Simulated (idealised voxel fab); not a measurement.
The name of this process module is voxel wiring stack.
Square cell edge 5 nm, section width 260 nm, ID cut.
A cross-section in this document is a grid of square cells, and it is written down as bands, the top band listed before the ones below it; a band is made up of one or more rows of cells. What a band's entry tells you: where the top is and where the bottom is, as heights in nm, and after that what lies inside, material by material from left to right, each with its width in nm. Empty space is written as the word "blank", and a single material marked with the word "throughout" occupies the band from edge to edge. Heights are measured from 0, the level below which the as-received wafer is all one material; the lowest band has no bottom and continues downward, written as in "from 0 down". Width spec "30 to 40" -> top row of cells at first value, bottom row at second value, equal per-row change in between. What does "no modifications" mean for a step? It means no cell of the cross-section changed in that step. "Listed closed voids": sealed empty spaces, 8 cells or more, no open way to top, listed width x height at distance, with distance from the left edge and width, height and distance in nm. Whatever follows a step's settings on its line is a remark the simulator itself makes about that step. overlay nm: for a step with a mask, the amount by which the mask lay right of where it was planned; a negative amount means left of it.

-- Steps planned for the process
1 RECEIVE,material Si
2 CONFORMAL_DEP,material SiO2,thk nm 15
3 DIRECTIONAL_DEP,material TiN,thk nm 5
4 DIRECTIONAL_DEP,material Ru,thk nm 15
5 PATTERN,tone cover,mask id METAL_1,material resist,width nm 20,pitch nm 45,thk nm 20,overlay nm 0
6 DIRECTIONAL_ETCH,etch materials Ru,depth nm 15
7 DIRECTIONAL_ETCH,etch materials TiN,depth nm 5
8 STRIP,etch materials resist
9 CONFORMAL_DEP,material SiN,thk nm 5
10 FILL_DEP,material SiO2,thk nm 10
11 CMP,height nm 35
12 CONFORMAL_DEP,material SiCN,thk nm 5
13 DIRECTIONAL_DEP,material SiO2,thk nm 30
14 MASKED_ETCH,tone open,mask id METAL_2_HOLES,width nm 15,pitch nm 45,etch materials SiO2,depth nm 30,overlay nm 0
15 MASKED_ETCH,tone open,mask id METAL_2,width nm 20,pitch nm 45,etch materials SiO2,depth nm 15,overlay nm 0
16 MASKED_ETCH,tone open,mask id METAL_2,width nm 20,pitch nm 45,etch materials SiCN,depth nm 5,overlay nm 0
17 CONFORMAL_DEP,material TiN,thk nm 5
18 FILL_DEP,material Ru,thk nm 10
19 CMP,height nm 70
20 CONFORMAL_DEP,material SiCN,thk nm 5

-- Wafer, first of two, run as planned

-- as received, after step 1
> from 0 down  Si throughout
> Listed closed voids: none

-- So this is the wafer cross-section right after step 2
> from 15 to 0  SiO2 throughout
> At heights below 0, the structure remains unaltered.

-- So this is the wafer cross-section right after step 3
> from 20 to 15  TiN throughout
> At heights below 15, the structure remains unaltered.

-- So this is the wafer cross-section right after step 4
> from 35 to 20  Ru throughout
> At heights below 20, the structure remains unaltered.

-- So this is the wafer cross-section right after step 5
> from 55 to 35  blank 50 nm / resist 20 nm / blank 25 nm / resist 20 nm / blank 25 nm / resist 20 nm / blank 25 nm / resist 20 nm / blank 55 nm
> At heights below 35, the structure remains unaltered.

-- So this is the wafer cross-section right after step 6
> from 55 to 35  blank 50 nm / resist 20 nm / blank 25 nm / resist 20 nm / blank 25 nm / resist 20 nm / blank 25 nm / resist 20 nm / blank 55 nm
> from 35 to 20  blank 50 nm / Ru 20 nm / blank 25 nm / Ru 20 nm / blank 25 nm / Ru 20 nm / blank 25 nm / Ru 20 nm / blank 55 nm
> At heights below 20, the structure remains unaltered.

-- So this is the wafer cross-section right after step 7
> from 55 to 35  blank 50 nm / resist 20 nm / blank 25 nm / resist 20 nm / blank 25 nm / resist 20 nm / blank 25 nm / resist 20 nm / blank 55 nm
> from 35 to 20  blank 50 nm / Ru 20 nm / blank 25 nm / Ru 20 nm / blank 25 nm / Ru 20 nm / blank 25 nm / Ru 20 nm / blank 55 nm
> from 20 to 15  blank 50 nm / TiN 20 nm / blank 25 nm / TiN 20 nm / blank 25 nm / TiN 20 nm / blank 25 nm / TiN 20 nm / blank 55 nm
> At heights below 15, the structure remains unaltered.

-- So this is the wafer cross-section right after step 8
> from 35 to 20  blank 50 nm / Ru 20 nm / blank 25 nm / Ru 20 nm / blank 25 nm / Ru 20 nm / blank 25 nm / Ru 20 nm / blank 55 nm
> At heights below 20, the structure remains unaltered.

-- So this is the wafer cross-section right after step 9
> from 40 to 35  blank 45 nm / SiN 30 nm / blank 15 nm / SiN 30 nm / blank 15 nm / SiN 30 nm / blank 15 nm / SiN 30 nm / blank 50 nm
> from 35 to 20  blank 45 nm / SiN 5 nm / Ru 20 nm / SiN 5 nm / blank 15 nm / SiN 5 nm / Ru 20 nm / SiN 5 nm / blank 15 nm / SiN 5 nm / Ru 20 nm / SiN 5 nm / blank 15 nm / SiN 5 nm / Ru 20 nm / SiN 5 nm / blank 50 nm
> from 20 to 15  SiN 50 nm / TiN 20 nm / SiN 25 nm / TiN 20 nm / SiN 25 nm / TiN 20 nm / SiN 25 nm / TiN 20 nm / SiN 55 nm
> At heights below 15, the structure remains unaltered.

-- So this is the wafer cross-section right after step 10
> from 50 to 40  SiO2 throughout
> from 40 to 35  SiO2 45 nm / SiN 30 nm / SiO2 15 nm / SiN 30 nm / SiO2 15 nm / SiN 30 nm / SiO2 15 nm / SiN 30 nm / SiO2 50 nm
> from 35 to 20  SiO2 45 nm / SiN 5 nm / Ru 20 nm / SiN 5 nm / SiO2 15 nm / SiN 5 nm / Ru 20 nm / SiN 5 nm / SiO2 15 nm / SiN 5 nm / Ru 20 nm / SiN 5 nm / SiO2 15 nm / SiN 5 nm / Ru 20 nm / SiN 5 nm / SiO2 50 nm
> At heights below 20, the structure remains unaltered.

-- So this is the wafer cross-section right after step 11
> from 35 to 20  SiO2 45 nm / SiN 5 nm / Ru 20 nm / SiN 5 nm / SiO2 15 nm / SiN 5 nm / Ru 20 nm / SiN 5 nm / SiO2 15 nm / SiN 5 nm / Ru 20 nm / SiN 5 nm / SiO2 15 nm / SiN 5 nm / Ru 20 nm / SiN 5 nm / SiO2 50 nm
> At heights below 20, the structure remains unaltered.

-- So this is the wafer cross-section right after step 12
> from 40 to 35  SiCN throughout
> At heights below 35, the structure remains unaltered.

-- So this is the wafer cross-section right after step 13
> from 70 to 40  SiO2 throughout
> At heights below 40, the structure remains unaltered.

-- So this is the wafer cross-section right after step 14
> from 70 to 40  SiO2 50 nm / blank 15 nm / SiO2 30 nm / blank 15 nm / SiO2 30 nm / blank 15 nm / SiO2 30 nm / blank 15 nm / SiO2 60 nm
> At heights below 40, the structure remains unaltered.

-- So this is the wafer cross-section right after step 15
> from 70 to 55  SiO2 50 nm / blank 20 nm / SiO2 25 nm / blank 20 nm / SiO2 25 nm / blank 20 nm / SiO2 25 nm / blank 20 nm / SiO2 55 nm
> At heights below 55, the structure remains unaltered.

-- So this is the wafer cross-section right after step 16
> from 70 to 55  SiO2 50 nm / blank 20 nm / SiO2 25 nm / blank 20 nm / SiO2 25 nm / blank 20 nm / SiO2 25 nm / blank 20 nm / SiO2 55 nm
> from 55 to 40  SiO2 50 nm / blank 15 nm / SiO2 30 nm / blank 15 nm / SiO2 30 nm / blank 15 nm / SiO2 30 nm / blank 15 nm / SiO2 60 nm
> from 40 to 35  SiCN 50 nm / blank 15 nm / SiCN 30 nm / blank 15 nm / SiCN 30 nm / blank 15 nm / SiCN 30 nm / blank 15 nm / SiCN 60 nm
> At heights below 35, the structure remains unaltered.

-- So this is the wafer cross-section right after step 17
> from 75 to 70  TiN 55 nm / blank 10 nm / TiN 35 nm / blank 10 nm / TiN 35 nm / blank 10 nm / TiN 35 nm / blank 10 nm / TiN 60 nm
> from 70 to 60  SiO2 50 nm / TiN 5 nm / blank 10 nm / TiN 5 nm / SiO2 25 nm / TiN 5 nm / blank 10 nm / TiN 5 nm / SiO2 25 nm / TiN 5 nm / blank 10 nm / TiN 5 nm / SiO2 25 nm / TiN 5 nm / blank 10 nm / TiN 5 nm / SiO2 55 nm
> from 60 to 55  SiO2 50 nm / TiN 5 nm / blank 5 nm / TiN 10 nm / SiO2 25 nm / TiN 5 nm / blank 5 nm / TiN 10 nm / SiO2 25 nm / TiN 5 nm / blank 5 nm / TiN 10 nm / SiO2 25 nm / TiN 5 nm / blank 5 nm / TiN 10 nm / SiO2 55 nm
> from 55 to 40  SiO2 50 nm / TiN 5 nm / blank 5 nm / TiN 5 nm / SiO2 30 nm / TiN 5 nm / blank 5 nm / TiN 5 nm / SiO2 30 nm / TiN 5 nm / blank 5 nm / TiN 5 nm / SiO2 30 nm / TiN 5 nm / blank 5 nm / TiN 5 nm / SiO2 60 nm
> from 40 to 35  SiCN 50 nm / TiN 15 nm / SiCN 30 nm / TiN 15 nm / SiCN 30 nm / TiN 15 nm / SiCN 30 nm / TiN 15 nm / SiCN 60 nm
> At heights below 35, the structure remains unaltered.

-- So this is the wafer cross-section right after step 18
> from 85 to 75  Ru throughout
> from 75 to 70  TiN 55 nm / Ru 10 nm / TiN 35 nm / Ru 10 nm / TiN 35 nm / Ru 10 nm / TiN 35 nm / Ru 10 nm / TiN 60 nm
> from 70 to 60  SiO2 50 nm / TiN 5 nm / Ru 10 nm / TiN 5 nm / SiO2 25 nm / TiN 5 nm / Ru 10 nm / TiN 5 nm / SiO2 25 nm / TiN 5 nm / Ru 10 nm / TiN 5 nm / SiO2 25 nm / TiN 5 nm / Ru 10 nm / TiN 5 nm / SiO2 55 nm
> from 60 to 55  SiO2 50 nm / TiN 5 nm / Ru 5 nm / TiN 10 nm / SiO2 25 nm / TiN 5 nm / Ru 5 nm / TiN 10 nm / SiO2 25 nm / TiN 5 nm / Ru 5 nm / TiN 10 nm / SiO2 25 nm / TiN 5 nm / Ru 5 nm / TiN 10 nm / SiO2 55 nm
> from 55 to 40  SiO2 50 nm / TiN 5 nm / Ru 5 nm / TiN 5 nm / SiO2 30 nm / TiN 5 nm / Ru 5 nm / TiN 5 nm / SiO2 30 nm / TiN 5 nm / Ru 5 nm / TiN 5 nm / SiO2 30 nm / TiN 5 nm / Ru 5 nm / TiN 5 nm / SiO2 60 nm
> At heights below 40, the structure remains unaltered.

-- So this is the wafer cross-section right after step 19
> from 70 to 60  SiO2 50 nm / TiN 5 nm / Ru 10 nm / TiN 5 nm / SiO2 25 nm / TiN 5 nm / Ru 10 nm / TiN 5 nm / SiO2 25 nm / TiN 5 nm / Ru 10 nm / TiN 5 nm / SiO2 25 nm / TiN 5 nm / Ru 10 nm / TiN 5 nm / SiO2 55 nm
> At heights below 60, the structure remains unaltered.

-- So this is the wafer cross-section right after step 20
> from 75 to 70  SiCN throughout
> At heights below 70, the structure remains unaltered.

-- Wafer two. Identical start, identical plan. One mistake in execution. Identical history through step 2

Cross-section, second wafer, at the end time the plan gives for step 3: no modifications

-- Cross-section, second wafer, at the end time the plan gives for step 4
> from 30 to 15  Ru throughout
> At heights below 15, the structure remains unaltered.

-- Cross-section, second wafer, at the end time the plan gives for step 5
> from 50 to 30  blank 50 nm / resist 20 nm / blank 25 nm / resist 20 nm / blank 25 nm / resist 20 nm / blank 25 nm / resist 20 nm / blank 55 nm
> At heights below 30, the structure remains unaltered.

-- Cross-section, second wafer, at the end time the plan gives for step 6
> from 50 to 30  blank 50 nm / resist 20 nm / blank 25 nm / resist 20 nm / blank 25 nm / resist 20 nm / blank 25 nm / resist 20 nm / blank 55 nm
> from 30 to 15  blank 50 nm / Ru 20 nm / blank 25 nm / Ru 20 nm / blank 25 nm / Ru 20 nm / blank 25 nm / Ru 20 nm / blank 55 nm
> At heights below 15, the structure remains unaltered.

Cross-section, second wafer, at the end time the plan gives for step 7: no modifications

-- Cross-section, second wafer, at the end time the plan gives for step 8
> from 30 to 15  blank 50 nm / Ru 20 nm / blank 25 nm / Ru 20 nm / blank 25 nm / Ru 20 nm / blank 25 nm / Ru 20 nm / blank 55 nm
> At heights below 15, the structure remains unaltered.

-- Cross-section, second wafer, at the end time the plan gives for step 9
> from 35 to 30  blank 45 nm / SiN 30 nm / blank 15 nm / SiN 30 nm / blank 15 nm / SiN 30 nm / blank 15 nm / SiN 30 nm / blank 50 nm
> from 30 to 20  blank 45 nm / SiN 5 nm / Ru 20 nm / SiN 5 nm / blank 15 nm / SiN 5 nm / Ru 20 nm / SiN 5 nm / blank 15 nm / SiN 5 nm / Ru 20 nm / SiN 5 nm / blank 15 nm / SiN 5 nm / Ru 20 nm / SiN 5 nm / blank 50 nm
> from 20 to 15  SiN 50 nm / Ru 20 nm / SiN 25 nm / Ru 20 nm / SiN 25 nm / Ru 20 nm / SiN 25 nm / Ru 20 nm / SiN 55 nm
> At heights below 15, the structure remains unaltered.

-- Cross-section, second wafer, at the end time the plan gives for step 10
> from 45 to 35  SiO2 throughout
> from 35 to 30  SiO2 45 nm / SiN 30 nm / SiO2 15 nm / SiN 30 nm / SiO2 15 nm / SiN 30 nm / SiO2 15 nm / SiN 30 nm / SiO2 50 nm
> from 30 to 20  SiO2 45 nm / SiN 5 nm / Ru 20 nm / SiN 5 nm / SiO2 15 nm / SiN 5 nm / Ru 20 nm / SiN 5 nm / SiO2 15 nm / SiN 5 nm / Ru 20 nm / SiN 5 nm / SiO2 15 nm / SiN 5 nm / Ru 20 nm / SiN 5 nm / SiO2 50 nm
> At heights below 20, the structure remains unaltered.

-- Cross-section, second wafer, at the end time the plan gives for step 11
> from 35 to 30  SiO2 45 nm / SiN 30 nm / SiO2 15 nm / SiN 30 nm / SiO2 15 nm / SiN 30 nm / SiO2 15 nm / SiN 30 nm / SiO2 50 nm
> At heights below 30, the structure remains unaltered.

-- Cross-section, second wafer, at the end time the plan gives for step 12
> from 40 to 35  SiCN throughout
> At heights below 35, the structure remains unaltered.

-- Cross-section, second wafer, at the end time the plan gives for step 13
> from 70 to 40  SiO2 throughout
> At heights below 40, the structure remains unaltered.

-- Cross-section, second wafer, at the end time the plan gives for step 14
> from 70 to 40  SiO2 50 nm / blank 15 nm / SiO2 30 nm / blank 15 nm / SiO2 30 nm / blank 15 nm / SiO2 30 nm / blank 15 nm / SiO2 60 nm
> At heights below 40, the structure remains unaltered.

-- Cross-section, second wafer, at the end time the plan gives for step 15
> from 70 to 55  SiO2 50 nm / blank 20 nm / SiO2 25 nm / blank 20 nm / SiO2 25 nm / blank 20 nm / SiO2 25 nm / blank 20 nm / SiO2 55 nm
> At heights below 55, the structure remains unaltered.

-- Cross-section, second wafer, at the end time the plan gives for step 16
> from 70 to 55  SiO2 50 nm / blank 20 nm / SiO2 25 nm / blank 20 nm / SiO2 25 nm / blank 20 nm / SiO2 25 nm / blank 20 nm / SiO2 55 nm
> from 55 to 40  SiO2 50 nm / blank 15 nm / SiO2 30 nm / blank 15 nm / SiO2 30 nm / blank 15 nm / SiO2 30 nm / blank 15 nm / SiO2 60 nm
> from 40 to 35  SiCN 50 nm / blank 15 nm / SiCN 30 nm / blank 15 nm / SiCN 30 nm / blank 15 nm / SiCN 30 nm / blank 15 nm / SiCN 60 nm
> At heights below 35, the structure remains unaltered.

-- Cross-section, second wafer, at the end time the plan gives for step 17
> from 75 to 70  TiN 55 nm / blank 10 nm / TiN 35 nm / blank 10 nm / TiN 35 nm / blank 10 nm / TiN 35 nm / blank 10 nm / TiN 60 nm
> from 70 to 60  SiO2 50 nm / TiN 5 nm / blank 10 nm / TiN 5 nm / SiO2 25 nm / TiN 5 nm / blank 10 nm / TiN 5 nm / SiO2 25 nm / TiN 5 nm / blank 10 nm / TiN 5 nm / SiO2 25 nm / TiN 5 nm / blank 10 nm / TiN 5 nm / SiO2 55 nm
> from 60 to 55  SiO2 50 nm / TiN 5 nm / blank 5 nm / TiN 10 nm / SiO2 25 nm / TiN 5 nm / blank 5 nm / TiN 10 nm / SiO2 25 nm / TiN 5 nm / blank 5 nm / TiN 10 nm / SiO2 25 nm / TiN 5 nm / blank 5 nm / TiN 10 nm / SiO2 55 nm
> from 55 to 40  SiO2 50 nm / TiN 5 nm / blank 5 nm / TiN 5 nm / SiO2 30 nm / TiN 5 nm / blank 5 nm / TiN 5 nm / SiO2 30 nm / TiN 5 nm / blank 5 nm / TiN 5 nm / SiO2 30 nm / TiN 5 nm / blank 5 nm / TiN 5 nm / SiO2 60 nm
> from 40 to 35  SiCN 50 nm / TiN 15 nm / SiCN 30 nm / TiN 15 nm / SiCN 30 nm / TiN 15 nm / SiCN 30 nm / TiN 15 nm / SiCN 60 nm
> At heights below 35, the structure remains unaltered.

-- Cross-section, second wafer, at the end time the plan gives for step 18
> from 85 to 75  Ru throughout
> from 75 to 70  TiN 55 nm / Ru 10 nm / TiN 35 nm / Ru 10 nm / TiN 35 nm / Ru 10 nm / TiN 35 nm / Ru 10 nm / TiN 60 nm
> from 70 to 60  SiO2 50 nm / TiN 5 nm / Ru 10 nm / TiN 5 nm / SiO2 25 nm / TiN 5 nm / Ru 10 nm / TiN 5 nm / SiO2 25 nm / TiN 5 nm / Ru 10 nm / TiN 5 nm / SiO2 25 nm / TiN 5 nm / Ru 10 nm / TiN 5 nm / SiO2 55 nm
> from 60 to 55  SiO2 50 nm / TiN 5 nm / Ru 5 nm / TiN 10 nm / SiO2 25 nm / TiN 5 nm / Ru 5 nm / TiN 10 nm / SiO2 25 nm / TiN 5 nm / Ru 5 nm / TiN 10 nm / SiO2 25 nm / TiN 5 nm / Ru 5 nm / TiN 10 nm / SiO2 55 nm
> from 55 to 40  SiO2 50 nm / TiN 5 nm / Ru 5 nm / TiN 5 nm / SiO2 30 nm / TiN 5 nm / Ru 5 nm / TiN 5 nm / SiO2 30 nm / TiN 5 nm / Ru 5 nm / TiN 5 nm / SiO2 30 nm / TiN 5 nm / Ru 5 nm / TiN 5 nm / SiO2 60 nm
> At heights below 40, the structure remains unaltered.

-- Cross-section, second wafer, at the end time the plan gives for step 19
> from 70 to 60  SiO2 50 nm / TiN 5 nm / Ru 10 nm / TiN 5 nm / SiO2 25 nm / TiN 5 nm / Ru 10 nm / TiN 5 nm / SiO2 25 nm / TiN 5 nm / Ru 10 nm / TiN 5 nm / SiO2 25 nm / TiN 5 nm / Ru 10 nm / TiN 5 nm / SiO2 55 nm
> At heights below 60, the structure remains unaltered.

-- Cross-section, second wafer, at the end time the plan gives for step 20
> from 75 to 70  SiCN throughout
> At heights below 70, the structure remains unaltered.
Which mistake was made when the wafer was run? step 3 from the plan never happened, it was just skipped
Final difference in cells, second wafer against first, listed per material as more or fewer: +16 SiN | -16 TiN
